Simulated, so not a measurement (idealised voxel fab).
process module | voxel self aligned contacts
cross-section cut | 160 nm wide | cells 5 nm
A cross-section is a grid of square cells, given in bands from the top down. A band is one or more rows of cells.
Each band's line starts with the height of the band's top and of its bottom, in nm. Then come its materials from left to right, each with its width in nm. One material with "throughout" fills the band from edge to edge. "air" is empty space.
Height 0 is the level under which the wafer as received is all one material. The lowest band goes on downwards, as in "0 down".
A width such as "30 to 40" changes by the same amount from each row of cells to the next, from the band's top row to its bottom row.
"no change" after a step means that no cell of the cross-section changed.
closed voids: empty space of 8 cells or more with no open way to the top, each as width x height at its distance from the left edge, in nm
after a step's settings: what the simulator itself notes on the step
overlay nm, on a step with a mask: how far to the right of its planned place the mask lay; to the left if negative
plan
1 op RECEIVE | material Si
2 op OXIDIZE | depth nm 5
3 op DIRECTIONAL_DEP | material polySi | thk nm 25
4 op DIRECTIONAL_DEP | material SiN | thk nm 20
5 op PATTERN | tone cover | mask id GATE | material resist | width nm 35 | pitch nm 70 | thk nm 15 | overlay nm 0
6 op DIRECTIONAL_ETCH | etch materials SiN | depth nm 20
7 op DIRECTIONAL_ETCH | etch materials polySi | depth nm 25
8 op STRIP | etch materials resist
9 op CONFORMAL_DEP | material SiN | thk nm 5
10 op DIRECTIONAL_ETCH | etch materials SiN | depth nm 5
11 op FILL_DEP | material SiO2 | thk nm 15
12 op CMP | height nm 50
13 op PATTERN | tone open | mask id CONTACT | material resist | width nm 45 | thk nm 15 | overlay nm 0
14 op DIRECTIONAL_ETCH | etch materials SiO2 | depth nm 55
15 op STRIP | etch materials resist
16 op CONFORMAL_DEP | material TiN | thk nm 5
17 op FILL_DEP | material Ru | thk nm 10
18 op CMP | height nm 50
19 op CONFORMAL_DEP | material SiN | thk nm 5
first wafer, as planned
as received, after step 1
  0 down: Si throughout
  closed voids: none
after step 2
  0 to -5: SiO2 throughout
  below -5: unchanged
after step 3
  25 to 0: polySi throughout
  below 0: unchanged
after step 4
  45 to 25: SiN throughout
  below 25: unchanged
after step 5
  60 to 45: air 25 | resist 35 | air 35 | resist 35 | air 30
  below 45: unchanged
after step 6
  60 to 45: air 25 | resist 35 | air 35 | resist 35 | air 30
  45 to 25: air 25 | SiN 35 | air 35 | SiN 35 | air 30
  below 25: unchanged
after step 7
  60 to 45: air 25 | resist 35 | air 35 | resist 35 | air 30
  45 to 25: air 25 | SiN 35 | air 35 | SiN 35 | air 30
  25 to 0: air 25 | polySi 35 | air 35 | polySi 35 | air 30
  below 0: unchanged
after step 8
  45 to 25: air 25 | SiN 35 | air 35 | SiN 35 | air 30
  below 25: unchanged
after step 9
  50 to 25: air 20 | SiN 45 | air 25 | SiN 45 | air 25
  25 to 5: air 20 | SiN 5 | polySi 35 | SiN 5 | air 25 | SiN 5 | polySi 35 | SiN 5 | air 25
  5 to 0: SiN 25 | polySi 35 | SiN 35 | polySi 35 | SiN 30
  below 0: unchanged
after step 10
  45 to 25: air 20 | SiN 45 | air 25 | SiN 45 | air 25
  25 to 0: air 20 | SiN 5 | polySi 35 | SiN 5 | air 25 | SiN 5 | polySi 35 | SiN 5 | air 25
  below 0: unchanged
after step 11
  60 to 45: SiO2 throughout
  45 to 25: SiO2 20 | SiN 45 | SiO2 25 | SiN 45 | SiO2 25
  25 to 0: SiO2 20 | SiN 5 | polySi 35 | SiN 5 | SiO2 25 | SiN 5 | polySi 35 | SiN 5 | SiO2 25
  below 0: unchanged
after step 12
  50 to 45: SiO2 throughout
  below 45: unchanged
after step 13
  65 to 50: resist 55 | air 45 | resist 60
  below 50: unchanged
after step 14
  65 to 50: resist 55 | air 45 | resist 60
  50 to 45: SiO2 55 | air 45 | SiO2 60
  45 to 25: SiO2 20 | SiN 45 | air 25 | SiN 45 | SiO2 25
  25 to 0: SiO2 20 | SiN 5 | polySi 35 | SiN 5 | air 25 | SiN 5 | polySi 35 | SiN 5 | SiO2 25
  0 to -5: SiO2 65 | air 25 | SiO2 70
  below -5: unchanged
after step 15
  50 to 45: SiO2 55 | air 45 | SiO2 60
  below 45: unchanged
after step 16
  55 to 50: TiN 60 | air 35 | TiN 65
  50 to 45: SiO2 55 | TiN 15 | air 15 | TiN 15 | SiO2 60
  45 to 25: SiO2 20 | SiN 45 | TiN 5 | air 15 | TiN 5 | SiN 45 | SiO2 25
  25 to 0: SiO2 20 | SiN 5 | polySi 35 | SiN 5 | TiN 5 | air 15 | TiN 5 | SiN 5 | polySi 35 | SiN 5 | SiO2 25
  0 to -5: SiO2 65 | TiN 25 | SiO2 70
  below -5: unchanged
after step 17
  65 to 55: Ru throughout
  55 to 50: TiN 60 | Ru 35 | TiN 65
  50 to 45: SiO2 55 | TiN 15 | Ru 15 | TiN 15 | SiO2 60
  45 to 25: SiO2 20 | SiN 45 | TiN 5 | Ru 15 | TiN 5 | SiN 45 | SiO2 25
  25 to 0: SiO2 20 | SiN 5 | polySi 35 | SiN 5 | TiN 5 | Ru 15 | TiN 5 | SiN 5 | polySi 35 | SiN 5 | SiO2 25
  below 0: unchanged
after step 18
  50 to 45: SiO2 55 | TiN 15 | Ru 15 | TiN 15 | SiO2 60
  below 45: unchanged
after step 19
  55 to 50: SiN throughout
  below 50: unchanged
second wafer: like start, like plan, one mistake. Through step 12 it matches the first wafer
when step 13 should have ended
  65 to 50: resist 45 | air 45 | resist 70
  below 50: unchanged
when step 14 should have ended
  65 to 50: resist 45 | air 45 | resist 70
  50 to 45: SiO2 45 | air 45 | SiO2 70
  45 to 25: SiO2 20 | SiN 45 | air 25 | SiN 45 | SiO2 25
  25 to 0: SiO2 20 | SiN 5 | polySi 35 | SiN 5 | air 25 | SiN 5 | polySi 35 | SiN 5 | SiO2 25
  0 to -5: SiO2 65 | air 25 | SiO2 70
  below -5: unchanged
when step 15 should have ended
  50 to 45: SiO2 45 | air 45 | SiO2 70
  below 45: unchanged
when step 16 should have ended
  55 to 50: TiN 50 | air 35 | TiN 75
  50 to 45: SiO2 45 | TiN 25 | air 15 | TiN 5 | SiO2 70
  45 to 25: SiO2 20 | SiN 45 | TiN 5 | air 15 | TiN 5 | SiN 45 | SiO2 25
  25 to 0: SiO2 20 | SiN 5 | polySi 35 | SiN 5 | TiN 5 | air 15 | TiN 5 | SiN 5 | polySi 35 | SiN 5 | SiO2 25
  0 to -5: SiO2 65 | TiN 25 | SiO2 70
  below -5: unchanged
when step 17 should have ended
  65 to 55: Ru throughout
  55 to 50: TiN 50 | Ru 35 | TiN 75
  50 to 45: SiO2 45 | TiN 25 | Ru 15 | TiN 5 | SiO2 70
  45 to 25: SiO2 20 | SiN 45 | TiN 5 | Ru 15 | TiN 5 | SiN 45 | SiO2 25
  25 to 0: SiO2 20 | SiN 5 | polySi 35 | SiN 5 | TiN 5 | Ru 15 | TiN 5 | SiN 5 | polySi 35 | SiN 5 | SiO2 25
  below 0: unchanged
when step 18 should have ended
  50 to 45: SiO2 45 | TiN 25 | Ru 15 | TiN 5 | SiO2 70
  below 45: unchanged
when step 19 should have ended
  55 to 50: SiN throughout
  below 50: unchanged
what went wrong: step 13 ran as: op PATTERN | tone open | mask id CONTACT | material resist | width nm 45 | thk nm 15 | overlay nm -10
at the end the second wafer has, in cells: as many of each material as the first, in other places
